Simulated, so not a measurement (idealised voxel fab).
process module | voxel gate over fins
cross-section cut | 300 nm wide | cells 5 nm
A cross-section is a grid of square cells, given in bands from the top down. A band is one or more rows of cells.
Each band's line starts with the height of the band's top and of its bottom, in nm. Then come its materials from left to right, each with its width in nm. One material with "throughout" fills the band from edge to edge. "air" is empty space.
Height 0 is the level under which the wafer as received is all one material. The lowest band goes on downwards, as in "0 down".
A width such as "30 to 40" changes by the same amount from each row of cells to the next, from the band's top row to its bottom row.
"no change" after a step means that no cell of the cross-section changed.
closed voids: empty space of 8 cells or more with no open way to the top, each as width x height at its distance from the left edge, in nm
after a step's settings: what the simulator itself notes on the step
overlay nm, on a step with a mask: how far to the right of its planned place the mask lay; to the left if negative
plan
1 op RECEIVE | material Si
2 op CONFORMAL_DEP | material SiN | thk nm 10
3 op PATTERN | tone cover | mask id FINS | material resist | width nm 15 | pitch nm 40 | thk nm 15 | overlay nm 0
4 op DIRECTIONAL_ETCH | etch materials SiN | depth nm 10
5 op DIRECTIONAL_ETCH | etch materials Si | depth nm 35
6 op STRIP | etch materials resist
7 op FILL_DEP | material SiO2 | thk nm 15
8 op CMP | height nm 10
9 op SELECTIVE_ETCH | etch materials SiO2 | depth nm 25
10 op STRIP | etch materials SiN
11 op CONFORMAL_DEP | material HfO2 | thk nm 5
12 op CONFORMAL_DEP | material TiN | thk nm 5
13 op FILL_DEP | material W | thk nm 15
14 op CMP | height nm 20
15 op CONFORMAL_DEP | material SiN | thk nm 5
as received, after step 1
  0 down: Si throughout
  closed voids: none
a wafer at the end: this start, this plan, one mistake
  25 to 20: SiN throughout
  20 to 10: W throughout
  10 to 5: W 105 | TiN 85 | W 110
  5 to 0: W 105 | TiN 5 | HfO2 35 | TiN 5 | HfO2 35 | TiN 5 | W 110
  0 to -5: W 105 | TiN 5 | HfO2 5 | Si 25 | HfO2 5 | TiN 5 | HfO2 5 | Si 25 | HfO2 5 | TiN 5 | W 110
  -5 to -10: TiN 110 | HfO2 5 | Si 25 | HfO2 5 | TiN 5 | HfO2 5 | Si 25 | HfO2 5 | TiN 115
  -10 to -15: HfO2 115 | Si 25 | HfO2 15 | Si 25 | HfO2 120
  -15 to -35: SiO2 115 | Si 25 | SiO2 15 | Si 25 | SiO2 120
  -35 down: Si throughout
  closed voids: none
what went wrong: step 3 ran as: op PATTERN | tone cover | mask id FINS | material resist | width nm 25 | pitch nm 40 | thk nm 15 | overlay nm 0
